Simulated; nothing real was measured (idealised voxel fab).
process module | voxel transistor to metal
cross-section cut | 300 nm wide | cells 5 nm
A cross-section is a grid of square cells, given in bands from the top down. A band is one or more rows of cells.
Each band's line starts with the height of the band's top and of its bottom, in nm. Then come its materials from left to right, each with its width in nm. One material with "throughout" fills the band from edge to edge. "air" is empty space.
Height 0 is the level under which the wafer as received is all one material. The lowest band goes on downwards, as in "0 down".
A width such as "30 to 40" changes by the same amount from each row of cells to the next, from the band's top row to its bottom row.
"no change" after a step means that no cell of the cross-section changed.
closed voids: empty space of 8 cells or more with no open way to the top, each as width x height at its distance from the left edge, in nm
after a step's settings: what the simulator itself notes on the step
overlay nm, on a step with a mask: how far to the right of its planned place the mask lay; to the left if negative
plan
1 op RECEIVE | material Si
2 op CONFORMAL_DEP | material SiO2 | thk nm 5
3 op CONFORMAL_DEP | material SiN | thk nm 15
4 op MASKED_ETCH | tone cover | mask id ACTIVE | width nm 105 | pitch nm 125 | etch materials SiN | depth nm 15 | overlay nm 0
5 op MASKED_ETCH | tone cover | mask id ACTIVE | width nm 105 | pitch nm 125 | etch materials SiO2 | depth nm 5 | overlay nm 0
6 op MASKED_ETCH | tone cover | mask id ACTIVE | width nm 105 | pitch nm 125 | etch materials Si | depth nm 30 | overlay nm 0
7 op OXIDIZE | depth nm 5
8 op FILL_DEP | material SiO2 | thk nm 15
9 op CMP | height nm 20
10 op SELECTIVE_ETCH | etch materials SiO2 | depth nm 10
11 op STRIP | etch materials SiN
12 op SELECTIVE_ETCH | etch materials SiO2 | depth nm 5
13 op OXIDIZE | depth nm 5
14 op DIRECTIONAL_DEP | material polySi | thk nm 30
15 op DIRECTIONAL_DEP | material SiCN | thk nm 15
16 op DIRECTIONAL_DEP | material aC | thk nm 10
17 op PATTERN | tone cover | mask id GATE | material resist | width nm 25 | pitch nm 125 | thk nm 25 | overlay nm 0
18 op DIRECTIONAL_ETCH | etch materials aC | depth nm 10
19 op STRIP | etch materials resist
20 op DIRECTIONAL_ETCH | etch materials SiCN | depth nm 25
21 op DIRECTIONAL_ETCH | etch materials polySi | depth nm 40
22 op STRIP | etch materials aC
23 op CONFORMAL_DEP | material SiN | thk nm 5
24 op DIRECTIONAL_ETCH | etch materials SiN | depth nm 5
25 op DIRECTIONAL_ETCH | etch materials SiO2 | depth nm 5
26 op DIRECTIONAL_ETCH | etch materials Si | depth nm 15
27 op EPI | material pSi | thk nm 20
28 op FILL_DEP | material SiO2 | thk nm 5
29 op CMP | height nm 30
30 op STRIP | etch materials polySi
31 op SELECTIVE_ETCH | etch materials SiO2 | depth nm 5
32 op CONFORMAL_DEP | material HfO2 | thk nm 5
33 op CONFORMAL_DEP | material TiN | thk nm 5
34 op FILL_DEP | material W | thk nm 5
35 op CMP | height nm 25
36 op DIRECTIONAL_DEP | material SiO2 | thk nm 10
37 op DIRECTIONAL_DEP | material aC | thk nm 10
38 op PATTERN | tone open | mask id CONTACT | material resist | width nm 20 | thk nm 25 | overlay nm 0
39 op DIRECTIONAL_ETCH | etch materials aC | depth nm 10
40 op STRIP | etch materials resist
41 op DIRECTIONAL_ETCH | etch materials SiO2 | depth nm 35
42 op STRIP | etch materials aC
43 op CONFORMAL_DEP | material TiN | thk nm 5
44 op FILL_DEP | material Ru | thk nm 10
45 op CMP | height nm 35
46 op DIRECTIONAL_DEP | material TiN | thk nm 5
47 op DIRECTIONAL_DEP | material Ru | thk nm 15
48 op MASKED_ETCH | tone cover | mask id METAL_1 | width nm 20 | etch materials Ru | depth nm 15 | overlay nm 0
49 op MASKED_ETCH | tone cover | mask id METAL_1 | width nm 20 | etch materials TiN | depth nm 5 | overlay nm 0
50 op CONFORMAL_DEP | material SiN | thk nm 5
51 op FILL_DEP | material SiO2 | thk nm 10
52 op CMP | height nm 55
53 op CONFORMAL_DEP | material SiCN | thk nm 5
54 op DIRECTIONAL_DEP | material lowk | thk nm 30
55 op DIRECTIONAL_DEP | material aC | thk nm 10
56 op PATTERN | tone open | mask id METAL_2_HOLES | material resist | width nm 15 | pitch nm 125 | thk nm 30 | overlay nm 0
57 op DIRECTIONAL_ETCH | etch materials aC | depth nm 10
58 op STRIP | etch materials resist
59 op DIRECTIONAL_ETCH | etch materials lowk | depth nm 30
60 op STRIP | etch materials aC
61 op PATTERN | tone open | mask id METAL_2 | material resist | width nm 20 | pitch nm 125 | thk nm 20 | overlay nm 0
62 op DIRECTIONAL_ETCH | etch materials lowk | depth nm 15
63 op DIRECTIONAL_ETCH | etch materials SiCN | depth nm 5
64 op STRIP | etch materials resist
65 op CONFORMAL_DEP | material TiN | thk nm 5
66 op FILL_DEP | material Cu | thk nm 10
67 op CMP | height nm 90
68 op CONFORMAL_DEP | material SiCN | thk nm 5
first wafer, as planned
as received, after step 1
  0 down: Si throughout
  closed voids: none
after step 2
  5 to 0: SiO2 throughout
  below 0: unchanged
after step 3
  20 to 5: SiN throughout
  below 5: unchanged
after step 4
  20 to 5: air 35 | SiN 105 | air 20 | SiN 105 | air 35
  below 5: unchanged
after step 5
  20 to 5: air 35 | SiN 105 | air 20 | SiN 105 | air 35
  5 to 0: air 35 | SiO2 105 | air 20 | SiO2 105 | air 35
  below 0: unchanged
after step 6
  20 to 5: air 35 | SiN 105 | air 20 | SiN 105 | air 35
  5 to 0: air 35 | SiO2 105 | air 20 | SiO2 105 | air 35
  0 to -30: air 35 | Si 105 | air 20 | Si 105 | air 35
  below -30: unchanged
after step 7
  20 to 5: air 35 | SiN 105 | air 20 | SiN 105 | air 35
  5 to 0: air 35 | SiO2 105 | air 20 | SiO2 105 | air 35
  0 to -30: air 35 | SiO2 5 | Si 95 | SiO2 5 | air 20 | SiO2 5 | Si 95 | SiO2 5 | air 35
  -30 to -35: SiO2 40 | Si 95 | SiO2 30 | Si 95 | SiO2 40
  below -35: unchanged
after step 8
  35 to 20: SiO2 throughout
  20 to 5: SiO2 35 | SiN 105 | SiO2 20 | SiN 105 | SiO2 35
  5 to 0: SiO2 throughout
  0 to -35: SiO2 40 | Si 95 | SiO2 30 | Si 95 | SiO2 40
  below -35: unchanged
after step 9
  20 to 5: SiO2 35 | SiN 105 | SiO2 20 | SiN 105 | SiO2 35
  below 5: unchanged
after step 10
  20 to 10: air 35 | SiN 105 | air 20 | SiN 105 | air 35
  below 10: unchanged
after step 11
  10 to 5: SiO2 35 | air 105 | SiO2 20 | air 105 | SiO2 35
  below 5: unchanged
after step 12
  5 to 0: SiO2 30 | air 115 | SiO2 10 | air 115 | SiO2 30
  below 0: unchanged
after step 13
  5 to 0: SiO2 30 | air 115 | SiO2 10 | air 115 | SiO2 30
  0 to -5: SiO2 throughout
  below -5: unchanged
after step 14
  35 to 30: polySi 30 | air 115 | polySi 10 | air 115 | polySi 30
  30 to 5: polySi throughout
  5 to 0: SiO2 30 | polySi 115 | SiO2 10 | polySi 115 | SiO2 30
  below 0: unchanged
after step 15
  50 to 45: SiCN 30 | air 115 | SiCN 10 | air 115 | SiCN 30
  45 to 35: SiCN throughout
  35 to 30: polySi 30 | SiCN 115 | polySi 10 | SiCN 115 | polySi 30
  below 30: unchanged
after step 16
  60 to 55: aC 30 | air 115 | aC 10 | air 115 | aC 30
  55 to 50: aC throughout
  50 to 45: SiCN 30 | aC 115 | SiCN 10 | aC 115 | SiCN 30
  below 45: unchanged
after step 17
  85 to 60: air 75 | resist 25 | air 100 | resist 25 | air 75
  60 to 55: aC 30 | air 45 | resist 25 | air 45 | aC 10 | air 45 | resist 25 | air 45 | aC 30
  below 55: unchanged
after step 18
  75 to 55: air 75 | resist 25 | air 100 | resist 25 | air 75
  55 to 50: air 75 | aC 25 | air 100 | aC 25 | air 75
  50 to 45: SiCN 30 | air 45 | aC 25 | air 45 | SiCN 10 | air 45 | aC 25 | air 45 | SiCN 30
  below 45: unchanged
after step 19
  55 to 50: air 75 | aC 25 | air 100 | aC 25 | air 75
  below 50: unchanged
after step 20
  55 to 45: air 75 | aC 25 | air 100 | aC 25 | air 75
  45 to 35: air 75 | SiCN 25 | air 100 | SiCN 25 | air 75
  35 to 30: polySi 30 | air 45 | SiCN 25 | air 45 | polySi 10 | air 45 | SiCN 25 | air 45 | polySi 30
  below 30: unchanged
after step 21
  55 to 45: air 75 | aC 25 | air 100 | aC 25 | air 75
  45 to 30: air 75 | SiCN 25 | air 100 | SiCN 25 | air 75
  30 to 5: air 75 | polySi 25 | air 100 | polySi 25 | air 75
  5 to 0: SiO2 30 | air 45 | polySi 25 | air 45 | SiO2 10 | air 45 | polySi 25 | air 45 | SiO2 30
  below 0: unchanged
after step 22
  45 to 30: air 75 | SiCN 25 | air 100 | SiCN 25 | air 75
  below 30: unchanged
after step 23
  50 to 45: air 70 | SiN 35 | air 90 | SiN 35 | air 70
  45 to 30: air 70 | SiN 5 | SiCN 25 | SiN 5 | air 90 | SiN 5 | SiCN 25 | SiN 5 | air 70
  30 to 10: air 70 | SiN 5 | polySi 25 | SiN 5 | air 90 | SiN 5 | polySi 25 | SiN 5 | air 70
  10 to 5: SiN 35 | air 35 | SiN 5 | polySi 25 | SiN 5 | air 35 | SiN 20 | air 35 | SiN 5 | polySi 25 | SiN 5 | air 35 | SiN 35
  5 to 0: SiO2 30 | SiN 45 | polySi 25 | SiN 45 | SiO2 10 | SiN 45 | polySi 25 | SiN 45 | SiO2 30
  below 0: unchanged
after step 24
  45 to 30: air 70 | SiN 5 | SiCN 25 | SiN 5 | air 90 | SiN 5 | SiCN 25 | SiN 5 | air 70
  30 to 5: air 70 | SiN 5 | polySi 25 | SiN 5 | air 90 | SiN 5 | polySi 25 | SiN 5 | air 70
  5 to 0: SiO2 30 | SiN 5 | air 35 | SiN 5 | polySi 25 | SiN 5 | air 35 | SiN 5 | SiO2 10 | SiN 5 | air 35 | SiN 5 | polySi 25 | SiN 5 | air 35 | SiN 5 | SiO2 30
  below 0: unchanged
after step 25
  45 to 30: air 70 | SiN 5 | SiCN 25 | SiN 5 | air 90 | SiN 5 | SiCN 25 | SiN 5 | air 70
  30 to 5: air 70 | SiN 5 | polySi 25 | SiN 5 | air 90 | SiN 5 | polySi 25 | SiN 5 | air 70
  5 to 0: air 30 | SiN 5 | air 35 | SiN 5 | polySi 25 | SiN 5 | air 35 | SiN 5 | air 10 | SiN 5 | air 35 | SiN 5 | polySi 25 | SiN 5 | air 35 | SiN 5 | air 30
  0 to -5: SiO2 35 | air 35 | SiO2 35 | air 35 | SiO2 20 | air 35 | SiO2 35 | air 35 | SiO2 35
  below -5: unchanged
after step 26
  45 to 30: air 70 | SiN 5 | SiCN 25 | SiN 5 | air 90 | SiN 5 | SiCN 25 | SiN 5 | air 70
  30 to 5: air 70 | SiN 5 | polySi 25 | SiN 5 | air 90 | SiN 5 | polySi 25 | SiN 5 | air 70
  5 to 0: air 30 | SiN 5 | air 35 | SiN 5 | polySi 25 | SiN 5 | air 35 | SiN 5 | air 10 | SiN 5 | air 35 | SiN 5 | polySi 25 | SiN 5 | air 35 | SiN 5 | air 30
  0 to -5: SiO2 35 | air 35 | SiO2 35 | air 35 | SiO2 20 | air 35 | SiO2 35 | air 35 | SiO2 35
  -5 to -20: SiO2 40 | air 30 | Si 35 | air 30 | SiO2 30 | air 30 | Si 35 | air 30 | SiO2 40
  below -20: unchanged
after step 27
  45 to 30: air 70 | SiN 5 | SiCN 25 | SiN 5 | air 90 | SiN 5 | SiCN 25 | SiN 5 | air 70
  30 to 15: air 70 | SiN 5 | polySi 25 | SiN 5 | air 90 | SiN 5 | polySi 25 | SiN 5 | air 70
  15 to 5: air 50 | pSi 20 | SiN 5 | polySi 25 | SiN 5 | pSi 20 | air 50 | pSi 20 | SiN 5 | polySi 25 | SiN 5 | pSi 20 | air 50
  5 to 0: air 30 | SiN 5 | air 15 | pSi 20 | SiN 5 | polySi 25 | SiN 5 | pSi 20 | air 15 | SiN 5 | air 10 | SiN 5 | air 15 | pSi 20 | SiN 5 | polySi 25 | SiN 5 | pSi 20 | air 15 | SiN 5 | air 30
  0 to -5: SiO2 35 | pSi 35 | SiO2 35 | pSi 35 | SiO2 20 | pSi 35 | SiO2 35 | pSi 35 | SiO2 35
  -5 to -20: SiO2 40 | pSi 30 | Si 35 | pSi 30 | SiO2 30 | pSi 30 | Si 35 | pSi 30 | SiO2 40
  below -20: unchanged
after step 28
  50 to 45: SiO2 throughout
  45 to 30: SiO2 70 | SiN 5 | SiCN 25 | SiN 5 | SiO2 90 | SiN 5 | SiCN 25 | SiN 5 | SiO2 70
  30 to 15: SiO2 70 | SiN 5 | polySi 25 | SiN 5 | SiO2 90 | SiN 5 | polySi 25 | SiN 5 | SiO2 70
  15 to 5: SiO2 50 | pSi 20 | SiN 5 | polySi 25 | SiN 5 | pSi 20 | SiO2 50 | pSi 20 | SiN 5 | polySi 25 | SiN 5 | pSi 20 | SiO2 50
  5 to 0: SiO2 30 | SiN 5 | SiO2 15 | pSi 20 | SiN 5 | polySi 25 | SiN 5 | pSi 20 | SiO2 15 | SiN 5 | SiO2 10 | SiN 5 | SiO2 15 | pSi 20 | SiN 5 | polySi 25 | SiN 5 | pSi 20 | SiO2 15 | SiN 5 | SiO2 30
  below 0: unchanged
after step 29
  30 to 15: SiO2 70 | SiN 5 | polySi 25 | SiN 5 | SiO2 90 | SiN 5 | polySi 25 | SiN 5 | SiO2 70
  below 15: unchanged
after step 30
  30 to 15: SiO2 70 | SiN 5 | air 25 | SiN 5 | SiO2 90 | SiN 5 | air 25 | SiN 5 | SiO2 70
  15 to 5: SiO2 50 | pSi 20 | SiN 5 | air 25 | SiN 5 | pSi 20 | SiO2 50 | pSi 20 | SiN 5 | air 25 | SiN 5 | pSi 20 | SiO2 50
  5 to 0: SiO2 30 | SiN 5 | SiO2 15 | pSi 20 | SiN 5 | air 25 | SiN 5 | pSi 20 | SiO2 15 | SiN 5 | SiO2 10 | SiN 5 | SiO2 15 | pSi 20 | SiN 5 | air 25 | SiN 5 | pSi 20 | SiO2 15 | SiN 5 | SiO2 30
  below 0: unchanged
after step 31
  30 to 25: air 70 | SiN 5 | air 25 | SiN 5 | air 90 | SiN 5 | air 25 | SiN 5 | air 70
  25 to 15: SiO2 70 | SiN 5 | air 25 | SiN 5 | SiO2 90 | SiN 5 | air 25 | SiN 5 | SiO2 70
  15 to 5: SiO2 50 | pSi 20 | SiN 5 | air 25 | SiN 5 | pSi 20 | SiO2 50 | pSi 20 | SiN 5 | air 25 | SiN 5 | pSi 20 | SiO2 50
  5 to 0: SiO2 30 | SiN 5 | SiO2 15 | pSi 20 | SiN 5 | air 25 | SiN 5 | pSi 20 | SiO2 15 | SiN 5 | SiO2 10 | SiN 5 | SiO2 15 | pSi 20 | SiN 5 | air 25 | SiN 5 | pSi 20 | SiO2 15 | SiN 5 | SiO2 30
  0 to -5: SiO2 35 | pSi 35 | air 35 | pSi 35 | SiO2 20 | pSi 35 | air 35 | pSi 35 | SiO2 35
  below -5: unchanged
after step 32
  35 to 30: air 65 | HfO2 15 | air 15 | HfO2 15 | air 80 | HfO2 15 | air 15 | HfO2 15 | air 65
  30 to 25: HfO2 70 | SiN 5 | HfO2 5 | air 15 | HfO2 5 | SiN 5 | HfO2 90 | SiN 5 | HfO2 5 | air 15 | HfO2 5 | SiN 5 | HfO2 70
  25 to 15: SiO2 70 | SiN 5 | HfO2 5 | air 15 | HfO2 5 | SiN 5 | SiO2 90 | SiN 5 | HfO2 5 | air 15 | HfO2 5 | SiN 5 | SiO2 70
  15 to 5: SiO2 50 | pSi 20 | SiN 5 | HfO2 5 | air 15 | HfO2 5 | SiN 5 | pSi 20 | SiO2 50 | pSi 20 | SiN 5 | HfO2 5 | air 15 | HfO2 5 | SiN 5 | pSi 20 | SiO2 50
  5 to 0: SiO2 30 | SiN 5 | SiO2 15 | pSi 20 | SiN 5 | HfO2 5 | air 15 | HfO2 5 | SiN 5 | pSi 20 | SiO2 15 | SiN 5 | SiO2 10 | SiN 5 | SiO2 15 | pSi 20 | SiN 5 | HfO2 5 | air 15 | HfO2 5 | SiN 5 | pSi 20 | SiO2 15 | SiN 5 | SiO2 30
  0 to -5: SiO2 35 | pSi 35 | HfO2 35 | pSi 35 | SiO2 20 | pSi 35 | HfO2 35 | pSi 35 | SiO2 35
  below -5: unchanged
after step 33
  40 to 35: air 60 | TiN 25 | air 5 | TiN 25 | air 70 | TiN 25 | air 5 | TiN 25 | air 60
  35 to 30: TiN 65 | HfO2 15 | TiN 5 | air 5 | TiN 5 | HfO2 15 | TiN 80 | HfO2 15 | TiN 5 | air 5 | TiN 5 | HfO2 15 | TiN 65
  30 to 25: HfO2 70 | SiN 5 | HfO2 5 | TiN 5 | air 5 | TiN 5 | HfO2 5 | SiN 5 | HfO2 90 | SiN 5 | HfO2 5 | TiN 5 | air 5 | TiN 5 | HfO2 5 | SiN 5 | HfO2 70
  25 to 15: SiO2 70 | SiN 5 | HfO2 5 | TiN 5 | air 5 | TiN 5 | HfO2 5 | SiN 5 | SiO2 90 | SiN 5 | HfO2 5 | TiN 5 | air 5 | TiN 5 | HfO2 5 | SiN 5 | SiO2 70
  15 to 5: SiO2 50 | pSi 20 | SiN 5 | HfO2 5 | TiN 5 | air 5 | TiN 5 | HfO2 5 | SiN 5 | pSi 20 | SiO2 50 | pSi 20 | SiN 5 | HfO2 5 | TiN 5 | air 5 | TiN 5 | HfO2 5 | SiN 5 | pSi 20 | SiO2 50
  5 to 0: SiO2 30 | SiN 5 | SiO2 15 | pSi 20 | SiN 5 | HfO2 5 | TiN 15 | HfO2 5 | SiN 5 | pSi 20 | SiO2 15 | SiN 5 | SiO2 10 | SiN 5 | SiO2 15 | pSi 20 | SiN 5 | HfO2 5 | TiN 15 | HfO2 5 | SiN 5 | pSi 20 | SiO2 15 | SiN 5 | SiO2 30
  below 0: unchanged
after step 34
  45 to 40: W throughout
  40 to 35: W 60 | TiN 25 | W 5 | TiN 25 | W 70 | TiN 25 | W 5 | TiN 25 | W 60
  35 to 30: TiN 65 | HfO2 15 | TiN 5 | W 5 | TiN 5 | HfO2 15 | TiN 80 | HfO2 15 | TiN 5 | W 5 | TiN 5 | HfO2 15 | TiN 65
  30 to 25: HfO2 70 | SiN 5 | HfO2 5 | TiN 5 | W 5 | TiN 5 | HfO2 5 | SiN 5 | HfO2 90 | SiN 5 | HfO2 5 | TiN 5 | W 5 | TiN 5 | HfO2 5 | SiN 5 | HfO2 70
  25 to 15: SiO2 70 | SiN 5 | HfO2 5 | TiN 5 | W 5 | TiN 5 | HfO2 5 | SiN 5 | SiO2 90 | SiN 5 | HfO2 5 | TiN 5 | W 5 | TiN 5 | HfO2 5 | SiN 5 | SiO2 70
  15 to 5: SiO2 50 | pSi 20 | SiN 5 | HfO2 5 | TiN 5 | W 5 | TiN 5 | HfO2 5 | SiN 5 | pSi 20 | SiO2 50 | pSi 20 | SiN 5 | HfO2 5 | TiN 5 | W 5 | TiN 5 | HfO2 5 | SiN 5 | pSi 20 | SiO2 50
  below 5: unchanged
after step 35
  25 to 15: SiO2 70 | SiN 5 | HfO2 5 | TiN 5 | W 5 | TiN 5 | HfO2 5 | SiN 5 | SiO2 90 | SiN 5 | HfO2 5 | TiN 5 | W 5 | TiN 5 | HfO2 5 | SiN 5 | SiO2 70
  below 15: unchanged
after step 36
  35 to 25: SiO2 throughout
  below 25: unchanged
after step 37
  45 to 35: aC throughout
  below 35: unchanged
after step 38
  70 to 45: resist 40 | air 20 | resist 55 | air 20 | resist 30 | air 20 | resist 55 | air 20 | resist 40
  below 45: unchanged
after step 39
  60 to 45: resist 40 | air 20 | resist 55 | air 20 | resist 30 | air 20 | resist 55 | air 20 | resist 40
  45 to 35: aC 40 | air 20 | aC 55 | air 20 | aC 30 | air 20 | aC 55 | air 20 | aC 40
  below 35: unchanged
after step 40
  45 to 35: aC 40 | air 20 | aC 55 | air 20 | aC 30 | air 20 | aC 55 | air 20 | aC 40
  below 35: unchanged
after step 41
  45 to 35: aC 40 | air 20 | aC 55 | air 20 | aC 30 | air 20 | aC 55 | air 20 | aC 40
  35 to 25: SiO2 40 | air 20 | SiO2 55 | air 20 | SiO2 30 | air 20 | SiO2 55 | air 20 | SiO2 40
  25 to 15: SiO2 40 | air 20 | SiO2 10 | SiN 5 | HfO2 5 | TiN 5 | W 5 | TiN 5 | HfO2 5 | SiN 5 | SiO2 10 | air 20 | SiO2 30 | air 20 | SiO2 10 | SiN 5 | HfO2 5 | TiN 5 | W 5 | TiN 5 | HfO2 5 | SiN 5 | SiO2 10 | air 20 | SiO2 40
  15 to 5: SiO2 40 | air 10 | pSi 20 | SiN 5 | HfO2 5 | TiN 5 | W 5 | TiN 5 | HfO2 5 | SiN 5 | pSi 20 | air 10 | SiO2 30 | air 10 | pSi 20 | SiN 5 | HfO2 5 | TiN 5 | W 5 | TiN 5 | HfO2 5 | SiN 5 | pSi 20 | air 10 | SiO2 40
  5 to 0: SiO2 30 | SiN 5 | SiO2 5 | air 10 | pSi 20 | SiN 5 | HfO2 5 | TiN 15 | HfO2 5 | SiN 5 | pSi 20 | air 10 | SiO2 5 | SiN 5 | SiO2 10 | SiN 5 | SiO2 5 | air 10 | pSi 20 | SiN 5 | HfO2 5 | TiN 15 | HfO2 5 | SiN 5 | pSi 20 | air 10 | SiO2 5 | SiN 5 | SiO2 30
  below 0: unchanged
after step 42
  35 to 25: SiO2 40 | air 20 | SiO2 55 | air 20 | SiO2 30 | air 20 | SiO2 55 | air 20 | SiO2 40
  below 25: unchanged
after step 43
  40 to 35: TiN 45 | air 10 | TiN 65 | air 10 | TiN 40 | air 10 | TiN 65 | air 10 | TiN 45
  35 to 25: SiO2 40 | TiN 5 | air 10 | TiN 5 | SiO2 55 | TiN 5 | air 10 | TiN 5 | SiO2 30 | TiN 5 | air 10 | TiN 5 | SiO2 55 | TiN 5 | air 10 | TiN 5 | SiO2 40
  25 to 20: SiO2 40 | TiN 5 | air 10 | TiN 5 | SiO2 10 | SiN 5 | HfO2 5 | TiN 5 | W 5 | TiN 5 | HfO2 5 | SiN 5 | SiO2 10 | TiN 5 | air 10 | TiN 5 | SiO2 30 | TiN 5 | air 10 | TiN 5 | SiO2 10 | SiN 5 | HfO2 5 | TiN 5 | W 5 | TiN 5 | HfO2 5 | SiN 5 | SiO2 10 | TiN 5 | air 10 | TiN 5 | SiO2 40
  20 to 15: SiO2 40 | TiN 20 | SiO2 10 | SiN 5 | HfO2 5 | TiN 5 | W 5 | TiN 5 | HfO2 5 | SiN 5 | SiO2 10 | TiN 20 | SiO2 30 | TiN 20 | SiO2 10 | SiN 5 | HfO2 5 | TiN 5 | W 5 | TiN 5 | HfO2 5 | SiN 5 | SiO2 10 | TiN 20 | SiO2 40
  15 to 5: SiO2 40 | TiN 10 | pSi 20 | SiN 5 | HfO2 5 | TiN 5 | W 5 | TiN 5 | HfO2 5 | SiN 5 | pSi 20 | TiN 10 | SiO2 30 | TiN 10 | pSi 20 | SiN 5 | HfO2 5 | TiN 5 | W 5 | TiN 5 | HfO2 5 | SiN 5 | pSi 20 | TiN 10 | SiO2 40
  5 to 0: SiO2 30 | SiN 5 | SiO2 5 | TiN 10 | pSi 20 | SiN 5 | HfO2 5 | TiN 15 | HfO2 5 | SiN 5 | pSi 20 | TiN 10 | SiO2 5 | SiN 5 | SiO2 10 | SiN 5 | SiO2 5 | TiN 10 | pSi 20 | SiN 5 | HfO2 5 | TiN 15 | HfO2 5 | SiN 5 | pSi 20 | TiN 10 | SiO2 5 | SiN 5 | SiO2 30
  below 0: unchanged
after step 44
  50 to 40: Ru throughout
  40 to 35: TiN 45 | Ru 10 | TiN 65 | Ru 10 | TiN 40 | Ru 10 | TiN 65 | Ru 10 | TiN 45
  35 to 25: SiO2 40 | TiN 5 | Ru 10 | TiN 5 | SiO2 55 | TiN 5 | Ru 10 | TiN 5 | SiO2 30 | TiN 5 | Ru 10 | TiN 5 | SiO2 55 | TiN 5 | Ru 10 | TiN 5 | SiO2 40
  25 to 20: SiO2 40 | TiN 5 | Ru 10 | TiN 5 | SiO2 10 | SiN 5 | HfO2 5 | TiN 5 | W 5 | TiN 5 | HfO2 5 | SiN 5 | SiO2 10 | TiN 5 | Ru 10 | TiN 5 | SiO2 30 | TiN 5 | Ru 10 | TiN 5 | SiO2 10 | SiN 5 | HfO2 5 | TiN 5 | W 5 | TiN 5 | HfO2 5 | SiN 5 | SiO2 10 | TiN 5 | Ru 10 | TiN 5 | SiO2 40
  below 20: unchanged
after step 45
  35 to 25: SiO2 40 | TiN 5 | Ru 10 | TiN 5 | SiO2 55 | TiN 5 | Ru 10 | TiN 5 | SiO2 30 | TiN 5 | Ru 10 | TiN 5 | SiO2 55 | TiN 5 | Ru 10 | TiN 5 | SiO2 40
  below 25: unchanged
after step 46
  40 to 35: TiN throughout
  below 35: unchanged
after step 47
  55 to 40: Ru throughout
  below 40: unchanged
after step 48
  55 to 40: air 40 | Ru 20 | air 55 | Ru 20 | air 30 | Ru 20 | air 55 | Ru 20 | air 40
  below 40: unchanged
after step 49
  55 to 40: air 40 | Ru 20 | air 55 | Ru 20 | air 30 | Ru 20 | air 55 | Ru 20 | air 40
  40 to 35: air 40 | TiN 20 | air 55 | TiN 20 | air 30 | TiN 20 | air 55 | TiN 20 | air 40
  below 35: unchanged
after step 50
  60 to 55: air 35 | SiN 30 | air 45 | SiN 30 | air 20 | SiN 30 | air 45 | SiN 30 | air 35
  55 to 40: air 35 | SiN 5 | Ru 20 | SiN 5 | air 45 | SiN 5 | Ru 20 | SiN 5 | air 20 | SiN 5 | Ru 20 | SiN 5 | air 45 | SiN 5 | Ru 20 | SiN 5 | air 35
  40 to 35: SiN 40 | TiN 20 | SiN 55 | TiN 20 | SiN 30 | TiN 20 | SiN 55 | TiN 20 | SiN 40
  below 35: unchanged
after step 51
  70 to 60: SiO2 throughout
  60 to 55: SiO2 35 | SiN 30 | SiO2 45 | SiN 30 | SiO2 20 | SiN 30 | SiO2 45 | SiN 30 | SiO2 35
  55 to 40: SiO2 35 | SiN 5 | Ru 20 | SiN 5 | SiO2 45 | SiN 5 | Ru 20 | SiN 5 | SiO2 20 | SiN 5 | Ru 20 | SiN 5 | SiO2 45 | SiN 5 | Ru 20 | SiN 5 | SiO2 35
  below 40: unchanged
after step 52
  55 to 40: SiO2 35 | SiN 5 | Ru 20 | SiN 5 | SiO2 45 | SiN 5 | Ru 20 | SiN 5 | SiO2 20 | SiN 5 | Ru 20 | SiN 5 | SiO2 45 | SiN 5 | Ru 20 | SiN 5 | SiO2 35
  below 40: unchanged
after step 53
  60 to 55: SiCN throughout
  below 55: unchanged
after step 54
  90 to 60: lowk throughout
  below 60: unchanged
after step 55
  100 to 90: aC throughout
  below 90: unchanged
after step 56
  130 to 100: resist 40 | air 15 | resist 110 | air 15 | resist 120
  below 100: unchanged
after step 57
  120 to 100: resist 40 | air 15 | resist 110 | air 15 | resist 120
  100 to 90: aC 40 | air 15 | aC 110 | air 15 | aC 120
  below 90: unchanged
after step 58
  100 to 90: aC 40 | air 15 | aC 110 | air 15 | aC 120
  below 90: unchanged
after step 59
  100 to 90: aC 40 | air 15 | aC 110 | air 15 | aC 120
  90 to 60: lowk 40 | air 15 | lowk 110 | air 15 | lowk 120
  below 60: unchanged
after step 60
  90 to 60: lowk 40 | air 15 | lowk 110 | air 15 | lowk 120
  below 60: unchanged
after step 61
  110 to 90: resist 40 | air 20 | resist 105 | air 20 | resist 115
  below 90: unchanged
after step 62
  110 to 90: resist 40 | air 20 | resist 105 | air 20 | resist 115
  90 to 75: lowk 40 | air 20 | lowk 105 | air 20 | lowk 115
  below 75: unchanged
after step 63
  110 to 90: resist 40 | air 20 | resist 105 | air 20 | resist 115
  90 to 75: lowk 40 | air 20 | lowk 105 | air 20 | lowk 115
  75 to 60: lowk 40 | air 15 | lowk 110 | air 15 | lowk 120
  60 to 55: SiCN 40 | air 15 | SiCN 110 | air 15 | SiCN 120
  below 55: unchanged
after step 64
  90 to 75: lowk 40 | air 20 | lowk 105 | air 20 | lowk 115
  below 75: unchanged
after step 65
  95 to 90: TiN 45 | air 10 | TiN 115 | air 10 | TiN 120
  90 to 80: lowk 40 | TiN 5 | air 10 | TiN 5 | lowk 105 | TiN 5 | air 10 | TiN 5 | lowk 115
  80 to 75: lowk 40 | TiN 5 | air 5 | TiN 10 | lowk 105 | TiN 5 | air 5 | TiN 10 | lowk 115
  75 to 60: lowk 40 | TiN 5 | air 5 | TiN 5 | lowk 110 | TiN 5 | air 5 | TiN 5 | lowk 120
  60 to 55: SiCN 40 | TiN 15 | SiCN 110 | TiN 15 | SiCN 120
  below 55: unchanged
after step 66
  105 to 95: Cu throughout
  95 to 90: TiN 45 | Cu 10 | TiN 115 | Cu 10 | TiN 120
  90 to 80: lowk 40 | TiN 5 | Cu 10 | TiN 5 | lowk 105 | TiN 5 | Cu 10 | TiN 5 | lowk 115
  80 to 75: lowk 40 | TiN 5 | Cu 5 | TiN 10 | lowk 105 | TiN 5 | Cu 5 | TiN 10 | lowk 115
  75 to 60: lowk 40 | TiN 5 | Cu 5 | TiN 5 | lowk 110 | TiN 5 | Cu 5 | TiN 5 | lowk 120
  below 60: unchanged
after step 67
  90 to 80: lowk 40 | TiN 5 | Cu 10 | TiN 5 | lowk 105 | TiN 5 | Cu 10 | TiN 5 | lowk 115
  below 80: unchanged
after step 68
  95 to 90: SiCN throughout
  below 90: unchanged
second wafer: like start, like plan, one mistake. Through step 66 it matches the first wafer
when step 67 should have ended
  85 to 75: lowk 40 | TiN 5 | Cu 10 to 5 | TiN 5 to 10 | lowk 105 | TiN 5 | Cu 10 to 5 | TiN 5 to 10 | lowk 115
  below 75: unchanged
when step 68 should have ended
  90 to 85: SiCN throughout
  below 85: unchanged
what went wrong: step 67 ran as: op CMP | height nm 85
at the end the second wafer has, in cells: 4 fewer of Cu | 4 fewer of TiN | 52 fewer of lowk
